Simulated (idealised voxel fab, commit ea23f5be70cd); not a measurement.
Proc. module: voxel self aligned contacts
The width of the displayed cross-section, cut, is 300 nm; its cells are square, with a size of 5 nm.
In what follows, cross-sections appear as grids of square cells, described through bands that run from the top down, where every band is one or more rows of cells.
Band entry format. Leading values: height of top, height of bottom, nm. Remainder: materials in left-to-right order, each with its width in nm. Special words: "throughout" on a single material, which then fills the band edge to edge; "air", empty space.
Heights from 0 (as-received wafer is one material below). Bottom band endless downward, as "0 down".
When a width is written as two numbers, as in "30 to 40", the first number is the width in the top row of cells of the band and the second is the width in its bottom row, and the width changes by the same amount from each row to the next.
A step reported as "remained the same" is a step in which no cell of the cross-section changed.
"Enclosed void inventory": empty spaces of 8 cells or more with no open way to the top, each given as width x height at distance, distance from the left edge, all in nm.
Whatever follows a step's settings on its line is a remark the simulator itself makes about that step.
overlay nm, on a step with a mask: how far to the right of its planned place the mask lay; to the left if negative

The steps planned for the process are as follows:
- 1: RECEIVE (material Si)
- 2: OXIDIZE (depth nm 5)
- 3: DIRECTIONAL_DEP (material polySi; thk nm 25)
- 4: DIRECTIONAL_DEP (material SiN; thk nm 25)
- 5: PATTERN (tone cover; mask id GATE; material resist; width nm 25; pitch nm 65; thk nm 15; overlay nm 0)
- 6: DIRECTIONAL_ETCH (etch materials SiN; depth nm 25)
- 7: DIRECTIONAL_ETCH (etch materials polySi; depth nm 25)
- 8: STRIP (etch materials resist)
- 9: CONFORMAL_DEP (material SiN; thk nm 10)
- 10: DIRECTIONAL_ETCH (etch materials SiN; depth nm 10)
- 11: FILL_DEP (material SiO2; thk nm 15)
- 12: CMP (height nm 60)
- 13: MASKED_ETCH (tone open; mask id CONTACT; width nm 50; etch materials SiO2; depth nm 65; overlay nm 0)
- 14: CONFORMAL_DEP (material TiN; thk nm 5)
- 15: FILL_DEP (material Ru; thk nm 5)
- 16: CMP (height nm 60)
- 17: CONFORMAL_DEP (material SiCN; thk nm 5)

First wafer out of two, processed as planned:

As-received state of the wafer in cross-section, equivalent to post-step 1:
- 0 down: Si throughout
- Enclosed void inventory: none

After step 2: wafer cross-section:
- 0 to -5: SiO2 throughout
- Everything below -5 is unchanged.

After step 3: wafer cross-section:
- 25 to 0: polySi throughout
- Everything below 0 is unchanged.

After step 4: wafer cross-section:
- 50 to 25: SiN throughout
- Everything below 25 is unchanged.

After step 5: wafer cross-section:
- 65 to 50: air=105, resist=25, air=40, resist=25, air=105
- Everything below 50 is unchanged.

After step 6: wafer cross-section:
- 65 to 50: air=105, resist=25, air=40, resist=25, air=105
- 50 to 25: air=105, SiN=25, air=40, SiN=25, air=105
- Everything below 25 is unchanged.

After step 7: wafer cross-section:
- 65 to 50: air=105, resist=25, air=40, resist=25, air=105
- 50 to 25: air=105, SiN=25, air=40, SiN=25, air=105
- 25 to 0: air=105, polySi=25, air=40, polySi=25, air=105
- Everything below 0 is unchanged.

After step 8: wafer cross-section:
- 50 to 25: air=105, SiN=25, air=40, SiN=25, air=105
- Everything below 25 is unchanged.

After step 9: wafer cross-section:
- 60 to 25: air=95, SiN=45, air=20, SiN=45, air=95
- 25 to 10: air=95, SiN=10, polySi=25, SiN=10, air=20, SiN=10, polySi=25, SiN=10, air=95
- 10 to 0: SiN=105, polySi=25, SiN=40, polySi=25, SiN=105
- Everything below 0 is unchanged.

After step 10: wafer cross-section:
- 50 to 25: air=95, SiN=45, air=20, SiN=45, air=95
- 25 to 0: air=95, SiN=10, polySi=25, SiN=10, air=20, SiN=10, polySi=25, SiN=10, air=95
- Everything below 0 is unchanged.

After step 11: wafer cross-section:
- 65 to 50: SiO2 throughout
- 50 to 25: SiO2=95, SiN=45, SiO2=20, SiN=45, SiO2=95
- 25 to 0: SiO2=95, SiN=10, polySi=25, SiN=10, SiO2=20, SiN=10, polySi=25, SiN=10, SiO2=95
- Everything below 0 is unchanged.

After step 12: wafer cross-section:
- 60 to 50: SiO2 throughout
- Everything below 50 is unchanged.

After step 13: wafer cross-section:
- 60 to 50: SiO2=125, air=50, SiO2=125
- 50 to 25: SiO2=95, SiN=45, air=20, SiN=45, SiO2=95
- 25 to 0: SiO2=95, SiN=10, polySi=25, SiN=10, air=20, SiN=10, polySi=25, SiN=10, SiO2=95
- 0 to -5: SiO2=140, air=20, SiO2=140
- Everything below -5 is unchanged.

After step 14: wafer cross-section:
- 65 to 60: TiN=130, air=40, TiN=130
- 60 to 50: SiO2=125, TiN=5 to 20, air=40 to 10, TiN=5 to 20, SiO2=125
- 50 to 25: SiO2=95, SiN=45, TiN=5, air=10, TiN=5, SiN=45, SiO2=95
- 25 to 0: SiO2=95, SiN=10, polySi=25, SiN=10, TiN=5, air=10, TiN=5, SiN=10, polySi=25, SiN=10, SiO2=95
- 0 to -5: SiO2=140, TiN=20, SiO2=140
- Everything below -5 is unchanged.

After step 15: wafer cross-section:
- 70 to 65: Ru throughout
- 65 to 60: TiN=130, Ru=40, TiN=130
- 60 to 50: SiO2=125, TiN=5 to 20, Ru=40 to 10, TiN=5 to 20, SiO2=125
- 50 to 25: SiO2=95, SiN=45, TiN=5, Ru=10, TiN=5, SiN=45, SiO2=95
- 25 to 0: SiO2=95, SiN=10, polySi=25, SiN=10, TiN=5, Ru=10, TiN=5, SiN=10, polySi=25, SiN=10, SiO2=95
- Everything below 0 is unchanged.

After step 16: wafer cross-section:
- 60 to 50: SiO2=125, TiN=5 to 20, Ru=40 to 10, TiN=5 to 20, SiO2=125
- Everything below 50 is unchanged.

After step 17: wafer cross-section:
- 65 to 60: SiCN throughout
- Everything below 60 is unchanged.

Wafer two. Same start, same plan, one slip in execution. Same as wafer one through step 4, inclusive:

Cross-section of the second wafer corresponding to the planned conclusion of step 5:
- 65 to 50: air=100, resist=35, air=30, resist=35, air=100
- Everything below 50 is unchanged.

Cross-section of the second wafer corresponding to the planned conclusion of step 6:
- 65 to 50: air=100, resist=35, air=30, resist=35, air=100
- 50 to 25: air=100, SiN=35, air=30, SiN=35, air=100
- Everything below 25 is unchanged.

Cross-section of the second wafer corresponding to the planned conclusion of step 7:
- 65 to 50: air=100, resist=35, air=30, resist=35, air=100
- 50 to 25: air=100, SiN=35, air=30, SiN=35, air=100
- 25 to 0: air=100, polySi=35, air=30, polySi=35, air=100
- Everything below 0 is unchanged.

Cross-section of the second wafer corresponding to the planned conclusion of step 8:
- 50 to 25: air=100, SiN=35, air=30, SiN=35, air=100
- Everything below 25 is unchanged.

Cross-section of the second wafer corresponding to the planned conclusion of step 9:
- 60 to 25: air=90, SiN=55, air=10, SiN=55, air=90
- 25 to 10: air=90, SiN=10, polySi=35, SiN=10, air=10, SiN=10, polySi=35, SiN=10, air=90
- 10 to 0: SiN=100, polySi=35, SiN=30, polySi=35, SiN=100
- Everything below 0 is unchanged.

Cross-section of the second wafer corresponding to the planned conclusion of step 10:
- 50 to 25: air=90, SiN=55, air=10, SiN=55, air=90
- 25 to 0: air=90, SiN=10, polySi=35, SiN=10, air=10, SiN=10, polySi=35, SiN=10, air=90
- Everything below 0 is unchanged.

Cross-section of the second wafer corresponding to the planned conclusion of step 11:
- 65 to 50: SiO2 throughout
- 50 to 25: SiO2=90, SiN=55, SiO2=10, SiN=55, SiO2=90
- 25 to 0: SiO2=90, SiN=10, polySi=35, SiN=10, SiO2=10, SiN=10, polySi=35, SiN=10, SiO2=90
- Everything below 0 is unchanged.

Cross-section of the second wafer corresponding to the planned conclusion of step 12:
- 60 to 50: SiO2 throughout
- Everything below 50 is unchanged.

Cross-section of the second wafer corresponding to the planned conclusion of step 13:
- 60 to 50: SiO2=125, air=50, SiO2=125
- 50 to 25: SiO2=90, SiN=55, air=10, SiN=55, SiO2=90
- 25 to 0: SiO2=90, SiN=10, polySi=35, SiN=10, air=10, SiN=10, polySi=35, SiN=10, SiO2=90
- 0 to -5: SiO2=145, air=10, SiO2=145
- Everything below -5 is unchanged.

Cross-section of the second wafer corresponding to the planned conclusion of step 14:
- 65 to 60: TiN=130, air=40, TiN=130
- 60 to 55: SiO2=125, TiN=5, air=40, TiN=5, SiO2=125
- 55 to 50: SiO2=125, TiN=50, SiO2=125
- 50 to 25: SiO2=90, SiN=55, TiN=10, SiN=55, SiO2=90
- 25 to 0: SiO2=90, SiN=10, polySi=35, SiN=10, TiN=10, SiN=10, polySi=35, SiN=10, SiO2=90
- 0 to -5: SiO2=145, TiN=10, SiO2=145
- Everything below -5 is unchanged.

Cross-section of the second wafer corresponding to the planned conclusion of step 15:
- 70 to 65: Ru throughout
- 65 to 60: TiN=130, Ru=40, TiN=130
- 60 to 55: SiO2=125, TiN=5, Ru=40, TiN=5, SiO2=125
- Everything below 55 is unchanged.

Cross-section of the second wafer corresponding to the planned conclusion of step 16:
- 60 to 55: SiO2=125, TiN=5, Ru=40, TiN=5, SiO2=125
- Everything below 55 is unchanged.

Cross-section of the second wafer corresponding to the planned conclusion of step 17:
- 65 to 60: SiCN throughout
- Everything below 60 is unchanged.
What was the processing mistake? step 5 was run on a setting that differed from the plan, and what really ran there is PATTERN (tone cover; mask id GATE; material resist; width nm 35; pitch nm 65; thk nm 15; overlay nm 0)
Counted in cells at the end, the second wafer holds more or fewer of these materials than the first: 22 fewer of Ru; 20 more of SiN; 18 fewer of SiO2; 20 more of polySi
